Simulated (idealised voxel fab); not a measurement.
Documented hereafter: the process module known as voxel tone inversion.
The figure presents cross-section cut, which has a width of 230 nm and is divided into square cells with an edge length of 5 nm.
How to read a cross-section here: the picture is a grid of square cells, written as bands going from the top down, and any band can span one or more rows of cells. What a band's entry tells you: where the top is and where the bottom is, as heights in nm, and after that what lies inside, material by material from left to right, each with its width in nm. Empty space is written as the word "blank", and a single material marked with the word "throughout" occupies the band from edge to edge. The reference from which all heights are counted is 0, the level beneath which the as-received wafer is entirely one material; the lowest band, having no lower bound, proceeds downward and is written after the example "0 nm and below". A width such as "30 to 40" changes by the same amount from each row of cells to the next, from the band's top row to its bottom row. Given "nothing altered" for a step, no cell of the cross-section differs between before and after that step. "Enclosed void catalog": sealed empty spaces, 8 cells or more, no open way to top, listed width x height at distance, with distance from the left edge and width, height and distance in nm. The remark found on a step's line after its settings is issued by the simulator itself and pertains to that step. What "overlay nm" on a step's line means: if the step has a mask, that mask lay this far to the right of its planned place, or, when the value is negative, to the left.
Process steps (planned):
1. RECEIVE | material Si
2. CONFORMAL_DEP | material SiN | thk nm 10
3. DIRECTIONAL_DEP | material polySi | thk nm 15
4. PATTERN | tone cover | mask id POSTS | material resist | width nm 20 | pitch nm 35 | thk nm 25 | overlay nm -15
5. DIRECTIONAL_ETCH | etch materials polySi | depth nm 15
6. STRIP | etch materials resist
7. FILL_DEP | material lowk | thk nm 5
8. CMP | height nm 25
9. STRIP | etch materials polySi
10. CONFORMAL_DEP | material TiN | thk nm 5
11. FILL_DEP | material W | thk nm 5
12. CMP | height nm 25
13. CONFORMAL_DEP | material SiN | thk nm 5
The wafers in this document start out alike and differ in the overlay nm applied at step 4; the plan shows the value used for the first wafer.
As-received cross-section, first of several wafers, post step 1:
  0 nm and below  Si throughout
  Enclosed void catalog: none
Last step of the module is step 13; after it, the first of several wafers in cross-section:
  30 nm to 25 nm  SiN throughout
  25 nm to 15 nm  70 of lowk, then 5 of TiN, then 10 of W, then 5 of TiN, then 15 of lowk, then 5 of TiN, then 10 of W, then 5 of TiN, then 105 of lowk
  15 nm to 10 nm  70 of lowk, then 20 of TiN, then 15 of lowk, then 20 of TiN, then 105 of lowk
  10 nm to 0 nm  SiN throughout
  0 nm and below  Si throughout
  Enclosed void catalog: none
Final wafer cross-section at module end:
  30 nm to 25 nm  SiN throughout
  25 nm to 15 nm  100 of lowk, then 5 of TiN, then 10 of W, then 5 of TiN, then 15 of lowk, then 5 of TiN, then 10 of W, then 5 of TiN, then 75 of lowk
  15 nm to 10 nm  100 of lowk, then 20 of TiN, then 15 of lowk, then 20 of TiN, then 75 of lowk
  10 nm to 0 nm  SiN throughout
  0 nm and below  Si throughout
  Enclosed void catalog: none
Wafer rows; end of module; cells per material since receipt: (+) gained, (-) lost; then closed voids:
overlay nm -15; +138 SiN; +16 TiN; +8 W; +114 lowk; Enclosed void catalog: none
overlay nm -10; +138 SiN; +16 TiN; +8 W; +114 lowk; Enclosed void catalog: none
overlay nm -5; +138 SiN; +16 TiN; +8 W; +114 lowk; Enclosed void catalog: none
overlay nm 0; +138 SiN; +16 TiN; +8 W; +114 lowk; Enclosed void catalog: none
overlay nm 5; +138 SiN; +16 TiN; +8 W; +114 lowk; Enclosed void catalog: none
overlay nm 10; +138 SiN; +16 TiN; +8 W; +114 lowk; Enclosed void catalog: none
overlay nm 15; +138 SiN; +16 TiN; +8 W; +114 lowk; Enclosed void catalog: none
